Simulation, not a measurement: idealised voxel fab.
The following is a process module called voxel wiring stack.
cross-section cut | 195 nm wide | cells 5 nm
In this document a cross-section is written as a grid of square cells. It is given as a series of bands, listed from the top down, and a band is one or more rows of cells.
What a band's entry tells you: where the top is and where the bottom is, as heights in nm, and after that what lies inside, material by material from left to right, each with its width in nm. Empty space is written as the word "air", and a single material marked with the word "all across" occupies the band from edge to edge.
For the purposes of this specification, 0 denotes the height below which the wafer in its as-received condition is composed wholly of one material, and the lowermost band, lacking a lower limit, extends downward without end, as expressed in "0 down".
Per-row width for "30->40": begins at first number (top row of band), ends at second number (bottom row), increment between rows held constant.
What does "remains unaltered" mean for a step? It means no cell of the cross-section changed in that step.
Listed in "Closed void list": every empty space of 8 or more cells without an open way to the top. Form: width x height at distance, the distance being from the left edge, all in nm.
Whatever follows a step's settings on its line is a remark the simulator itself makes about that step.
Each step line may optionally specify "overlay nm", which for a step with a mask gives the rightward distance between the mask's planned place and where it lay, a negative value indicating the leftward direction.

Here's what the planned process steps look like
| 1 | RECEIVE, material Si |
| 2 | CONFORMAL_DEP, material SiO2, thk nm 15 |
| 3 | CONFORMAL_DEP, material SiCN, thk nm 5 |
| 4 | DIRECTIONAL_DEP, material SiO2, thk nm 20 |
| 5 | MASKED_ETCH, tone open, mask id METAL_1, width nm 30, pitch nm 45, etch materials SiO2, depth nm 20, overlay nm 0 |
| 6 | MASKED_ETCH, tone open, mask id METAL_1, width nm 30, pitch nm 45, etch materials SiCN, depth nm 5, overlay nm 0 |
| 7 | CONFORMAL_DEP, material TiN, thk nm 5 |
| 8 | FILL_DEP, material W, thk nm 10 |
| 9 | CMP, height nm 40 |
| 10 | CONFORMAL_DEP, material SiCN, thk nm 5 |
| 11 | DIRECTIONAL_DEP, material SiO2, thk nm 15 |
| 12 | MASKED_ETCH, tone open, mask id PLUG_1, width nm 15, pitch nm 45, etch materials SiO2, depth nm 15, overlay nm 0 |
| 13 | MASKED_ETCH, tone open, mask id PLUG_1, width nm 15, pitch nm 45, etch materials SiCN, depth nm 5, overlay nm 0 |
| 14 | CONFORMAL_DEP, material TiN, thk nm 5 |
| 15 | FILL_DEP, material Cu, thk nm 10 |
| 16 | CMP, height nm 60 |
| 17 | CONFORMAL_DEP, material SiCN, thk nm 5 |
| 18 | DIRECTIONAL_DEP, material lowk, thk nm 25 |
| 19 | DIRECTIONAL_DEP, material aC, thk nm 10 |
| 20 | PATTERN, tone open, mask id METAL_2, material resist, width nm 30, pitch nm 45, thk nm 30, overlay nm 0 |
| 21 | DIRECTIONAL_ETCH, etch materials aC, depth nm 10 |
| 22 | STRIP, etch materials resist |
| 23 | DIRECTIONAL_ETCH, etch materials lowk, depth nm 25 |
| 24 | DIRECTIONAL_ETCH, etch materials SiCN, depth nm 5 |
| 25 | STRIP, etch materials aC |
| 26 | CONFORMAL_DEP, material TiN, thk nm 5 |
| 27 | FILL_DEP, material Ru, thk nm 10 |
| 28 | CMP, height nm 90 |
| 29 | CONFORMAL_DEP, material SiCN, thk nm 5 |

First of two wafers, processed according to plan

As-received state of the wafer in cross-section, equivalent to post-step 1
  0 down: Si all across
  Closed void list: none

Cross-section of the wafer subsequent to step 2
  15 to 0: SiO2 all across
  Below 0, the layers are the same as they were.

Cross-section of the wafer subsequent to step 3
  20 to 15: SiCN all across
  Below 15, the layers are the same as they were.

Cross-section of the wafer subsequent to step 4
  40 to 20: SiO2 all across
  Below 20, the layers are the same as they were.

Cross-section of the wafer subsequent to step 5
  40 to 20: SiO2: 60; air: 30; SiO2: 15; air: 30; SiO2: 60
  Below 20, the layers are the same as they were.

Cross-section of the wafer subsequent to step 6
  40 to 20: SiO2: 60; air: 30; SiO2: 15; air: 30; SiO2: 60
  20 to 15: SiCN: 60; air: 30; SiCN: 15; air: 30; SiCN: 60
  Below 15, the layers are the same as they were.

Cross-section of the wafer subsequent to step 7
  45 to 40: TiN: 65; air: 20; TiN: 25; air: 20; TiN: 65
  40 to 20: SiO2: 60; TiN: 5; air: 20; TiN: 5; SiO2: 15; TiN: 5; air: 20; TiN: 5; SiO2: 60
  20 to 15: SiCN: 60; TiN: 30; SiCN: 15; TiN: 30; SiCN: 60
  Below 15, the layers are the same as they were.

Cross-section of the wafer subsequent to step 8
  55 to 45: W all across
  45 to 40: TiN: 65; W: 20; TiN: 25; W: 20; TiN: 65
  40 to 20: SiO2: 60; TiN: 5; W: 20; TiN: 5; SiO2: 15; TiN: 5; W: 20; TiN: 5; SiO2: 60
  Below 20, the layers are the same as they were.

Cross-section of the wafer subsequent to step 9
  40 to 20: SiO2: 60; TiN: 5; W: 20; TiN: 5; SiO2: 15; TiN: 5; W: 20; TiN: 5; SiO2: 60
  Below 20, the layers are the same as they were.

Cross-section of the wafer subsequent to step 10
  45 to 40: SiCN all across
  Below 40, the layers are the same as they were.

Cross-section of the wafer subsequent to step 11
  60 to 45: SiO2 all across
  Below 45, the layers are the same as they were.

Cross-section of the wafer subsequent to step 12
  60 to 45: SiO2: 60; air: 15; SiO2: 30; air: 15; SiO2: 75
  Below 45, the layers are the same as they were.

Cross-section of the wafer subsequent to step 13
  60 to 45: SiO2: 60; air: 15; SiO2: 30; air: 15; SiO2: 75
  45 to 40: SiCN: 60; air: 15; SiCN: 30; air: 15; SiCN: 75
  Below 40, the layers are the same as they were.

Cross-section of the wafer subsequent to step 14
  65 to 60: TiN: 65; air: 5; TiN: 40; air: 5; TiN: 80
  60 to 45: SiO2: 60; TiN: 5; air: 5; TiN: 5; SiO2: 30; TiN: 5; air: 5; TiN: 5; SiO2: 75
  45 to 40: SiCN: 60; TiN: 15; SiCN: 30; TiN: 15; SiCN: 75
  Below 40, the layers are the same as they were.

Cross-section of the wafer subsequent to step 15
  75 to 65: Cu all across
  65 to 60: TiN: 65; Cu: 5; TiN: 40; Cu: 5; TiN: 80
  60 to 45: SiO2: 60; TiN: 5; Cu: 5; TiN: 5; SiO2: 30; TiN: 5; Cu: 5; TiN: 5; SiO2: 75
  Below 45, the layers are the same as they were.

Cross-section of the wafer subsequent to step 16
  60 to 45: SiO2: 60; TiN: 5; Cu: 5; TiN: 5; SiO2: 30; TiN: 5; Cu: 5; TiN: 5; SiO2: 75
  Below 45, the layers are the same as they were.

Cross-section of the wafer subsequent to step 17
  65 to 60: SiCN all across
  Below 60, the layers are the same as they were.

Cross-section of the wafer subsequent to step 18
  90 to 65: lowk all across
  Below 65, the layers are the same as they were.

Cross-section of the wafer subsequent to step 19
  100 to 90: aC all across
  Below 90, the layers are the same as they were.

Cross-section of the wafer subsequent to step 20
  130 to 100: resist: 60; air: 30; resist: 15; air: 30; resist: 60
  Below 100, the layers are the same as they were.

Cross-section of the wafer subsequent to step 21
  120 to 100: resist: 60; air: 30; resist: 15; air: 30; resist: 60
  100 to 90: aC: 60; air: 30; aC: 15; air: 30; aC: 60
  Below 90, the layers are the same as they were.

Cross-section of the wafer subsequent to step 22
  100 to 90: aC: 60; air: 30; aC: 15; air: 30; aC: 60
  Below 90, the layers are the same as they were.

Cross-section of the wafer subsequent to step 23
  100 to 90: aC: 60; air: 30; aC: 15; air: 30; aC: 60
  90 to 65: lowk: 60; air: 30; lowk: 15; air: 30; lowk: 60
  Below 65, the layers are the same as they were.

Cross-section of the wafer subsequent to step 24
  100 to 90: aC: 60; air: 30; aC: 15; air: 30; aC: 60
  90 to 65: lowk: 60; air: 30; lowk: 15; air: 30; lowk: 60
  65 to 60: SiCN: 60; air: 30; SiCN: 15; air: 30; SiCN: 60
  Below 60, the layers are the same as they were.

Cross-section of the wafer subsequent to step 25
  90 to 65: lowk: 60; air: 30; lowk: 15; air: 30; lowk: 60
  Below 65, the layers are the same as they were.

Cross-section of the wafer subsequent to step 26
  95 to 90: TiN: 65; air: 20; TiN: 25; air: 20; TiN: 65
  90 to 65: lowk: 60; TiN: 5; air: 20; TiN: 5; lowk: 15; TiN: 5; air: 20; TiN: 5; lowk: 60
  65 to 60: SiCN: 60; TiN: 30; SiCN: 15; TiN: 30; SiCN: 60
  Below 60, the layers are the same as they were.

Cross-section of the wafer subsequent to step 27
  105 to 95: Ru all across
  95 to 90: TiN: 65; Ru: 20; TiN: 25; Ru: 20; TiN: 65
  90 to 65: lowk: 60; TiN: 5; Ru: 20; TiN: 5; lowk: 15; TiN: 5; Ru: 20; TiN: 5; lowk: 60
  Below 65, the layers are the same as they were.

Cross-section of the wafer subsequent to step 28
  90 to 65: lowk: 60; TiN: 5; Ru: 20; TiN: 5; lowk: 15; TiN: 5; Ru: 20; TiN: 5; lowk: 60
  Below 65, the layers are the same as they were.

Cross-section of the wafer subsequent to step 29
  95 to 90: SiCN all across
  Below 90, the layers are the same as they were.

What follows concerns the second wafer, which started out like the first and was meant to follow the very same plan; one mistake crept in when it was run, but everything up to and including step 1 is the same as for the first wafer

Cross-section of the second wafer when, according to plan, step 2 should have finished
  30 to 0: SiO2 all across
  Below 0, the layers are the same as they were.

Cross-section of the second wafer when, according to plan, step 3 should have finished
  35 to 30: SiCN all across
  Below 30, the layers are the same as they were.

Cross-section of the second wafer when, according to plan, step 4 should have finished
  55 to 35: SiO2 all across
  Below 35, the layers are the same as they were.

Cross-section of the second wafer when, according to plan, step 5 should have finished
  55 to 35: SiO2: 60; air: 30; SiO2: 15; air: 30; SiO2: 60
  Below 35, the layers are the same as they were.

Cross-section of the second wafer when, according to plan, step 6 should have finished
  55 to 35: SiO2: 60; air: 30; SiO2: 15; air: 30; SiO2: 60
  35 to 30: SiCN: 60; air: 30; SiCN: 15; air: 30; SiCN: 60
  Below 30, the layers are the same as they were.

Cross-section of the second wafer when, according to plan, step 7 should have finished
  60 to 55: TiN: 65; air: 20; TiN: 25; air: 20; TiN: 65
  55 to 35: SiO2: 60; TiN: 5; air: 20; TiN: 5; SiO2: 15; TiN: 5; air: 20; TiN: 5; SiO2: 60
  35 to 30: SiCN: 60; TiN: 30; SiCN: 15; TiN: 30; SiCN: 60
  Below 30, the layers are the same as they were.

Cross-section of the second wafer when, according to plan, step 8 should have finished
  70 to 60: W all across
  60 to 55: TiN: 65; W: 20; TiN: 25; W: 20; TiN: 65
  55 to 35: SiO2: 60; TiN: 5; W: 20; TiN: 5; SiO2: 15; TiN: 5; W: 20; TiN: 5; SiO2: 60
  Below 35, the layers are the same as they were.

Cross-section of the second wafer when, according to plan, step 9 should have finished
  40 to 35: SiO2: 60; TiN: 5; W: 20; TiN: 5; SiO2: 15; TiN: 5; W: 20; TiN: 5; SiO2: 60
  Below 35, the layers are the same as they were.

Cross-section of the second wafer when, according to plan, step 10 should have finished
  45 to 40: SiCN all across
  Below 40, the layers are the same as they were.

Cross-section of the second wafer when, according to plan, step 11 should have finished
  60 to 45: SiO2 all across
  Below 45, the layers are the same as they were.

Cross-section of the second wafer when, according to plan, step 12 should have finished
  60 to 45: SiO2: 60; air: 15; SiO2: 30; air: 15; SiO2: 75
  Below 45, the layers are the same as they were.

Cross-section of the second wafer when, according to plan, step 13 should have finished
  60 to 45: SiO2: 60; air: 15; SiO2: 30; air: 15; SiO2: 75
  45 to 40: SiCN: 60; air: 15; SiCN: 30; air: 15; SiCN: 75
  Below 40, the layers are the same as they were.

Cross-section of the second wafer when, according to plan, step 14 should have finished
  65 to 60: TiN: 65; air: 5; TiN: 40; air: 5; TiN: 80
  60 to 45: SiO2: 60; TiN: 5; air: 5; TiN: 5; SiO2: 30; TiN: 5; air: 5; TiN: 5; SiO2: 75
  45 to 40: SiCN: 60; TiN: 15; SiCN: 30; TiN: 15; SiCN: 75
  Below 40, the layers are the same as they were.

Cross-section of the second wafer when, according to plan, step 15 should have finished
  75 to 65: Cu all across
  65 to 60: TiN: 65; Cu: 5; TiN: 40; Cu: 5; TiN: 80
  60 to 45: SiO2: 60; TiN: 5; Cu: 5; TiN: 5; SiO2: 30; TiN: 5; Cu: 5; TiN: 5; SiO2: 75
  Below 45, the layers are the same as they were.

Cross-section of the second wafer when, according to plan, step 16 should have finished
  60 to 45: SiO2: 60; TiN: 5; Cu: 5; TiN: 5; SiO2: 30; TiN: 5; Cu: 5; TiN: 5; SiO2: 75
  Below 45, the layers are the same as they were.

Cross-section of the second wafer when, according to plan, step 17 should have finished
  65 to 60: SiCN all across
  Below 60, the layers are the same as they were.

Cross-section of the second wafer when, according to plan, step 18 should have finished
  90 to 65: lowk all across
  Below 65, the layers are the same as they were.

Cross-section of the second wafer when, according to plan, step 19 should have finished
  100 to 90: aC all across
  Below 90, the layers are the same as they were.

Cross-section of the second wafer when, according to plan, step 20 should have finished
  130 to 100: resist: 60; air: 30; resist: 15; air: 30; resist: 60
  Below 100, the layers are the same as they were.

Cross-section of the second wafer when, according to plan, step 21 should have finished
  120 to 100: resist: 60; air: 30; resist: 15; air: 30; resist: 60
  100 to 90: aC: 60; air: 30; aC: 15; air: 30; aC: 60
  Below 90, the layers are the same as they were.

Cross-section of the second wafer when, according to plan, step 22 should have finished
  100 to 90: aC: 60; air: 30; aC: 15; air: 30; aC: 60
  Below 90, the layers are the same as they were.

Cross-section of the second wafer when, according to plan, step 23 should have finished
  100 to 90: aC: 60; air: 30; aC: 15; air: 30; aC: 60
  90 to 65: lowk: 60; air: 30; lowk: 15; air: 30; lowk: 60
  Below 65, the layers are the same as they were.

Cross-section of the second wafer when, according to plan, step 24 should have finished
  100 to 90: aC: 60; air: 30; aC: 15; air: 30; aC: 60
  90 to 65: lowk: 60; air: 30; lowk: 15; air: 30; lowk: 60
  65 to 60: SiCN: 60; air: 30; SiCN: 15; air: 30; SiCN: 60
  Below 60, the layers are the same as they were.

Cross-section of the second wafer when, according to plan, step 25 should have finished
  90 to 65: lowk: 60; air: 30; lowk: 15; air: 30; lowk: 60
  Below 65, the layers are the same as they were.

Cross-section of the second wafer when, according to plan, step 26 should have finished
  95 to 90: TiN: 65; air: 20; TiN: 25; air: 20; TiN: 65
  90 to 65: lowk: 60; TiN: 5; air: 20; TiN: 5; lowk: 15; TiN: 5; air: 20; TiN: 5; lowk: 60
  65 to 60: SiCN: 60; TiN: 30; SiCN: 15; TiN: 30; SiCN: 60
  Below 60, the layers are the same as they were.

Cross-section of the second wafer when, according to plan, step 27 should have finished
  105 to 95: Ru all across
  95 to 90: TiN: 65; Ru: 20; TiN: 25; Ru: 20; TiN: 65
  90 to 65: lowk: 60; TiN: 5; Ru: 20; TiN: 5; lowk: 15; TiN: 5; Ru: 20; TiN: 5; lowk: 60
  Below 65, the layers are the same as they were.

Cross-section of the second wafer when, according to plan, step 28 should have finished
  90 to 65: lowk: 60; TiN: 5; Ru: 20; TiN: 5; lowk: 15; TiN: 5; Ru: 20; TiN: 5; lowk: 60
  Below 65, the layers are the same as they were.

Cross-section of the second wafer when, according to plan, step 29 should have finished
  95 to 90: SiCN all across
  Below 90, the layers are the same as they were.
what went wrong: plan step 2 ran twice
Looking at both finished wafers in cells, the second ends up ahead of or behind the first on some materials: SiO2 +36 | TiN -12 | W -24
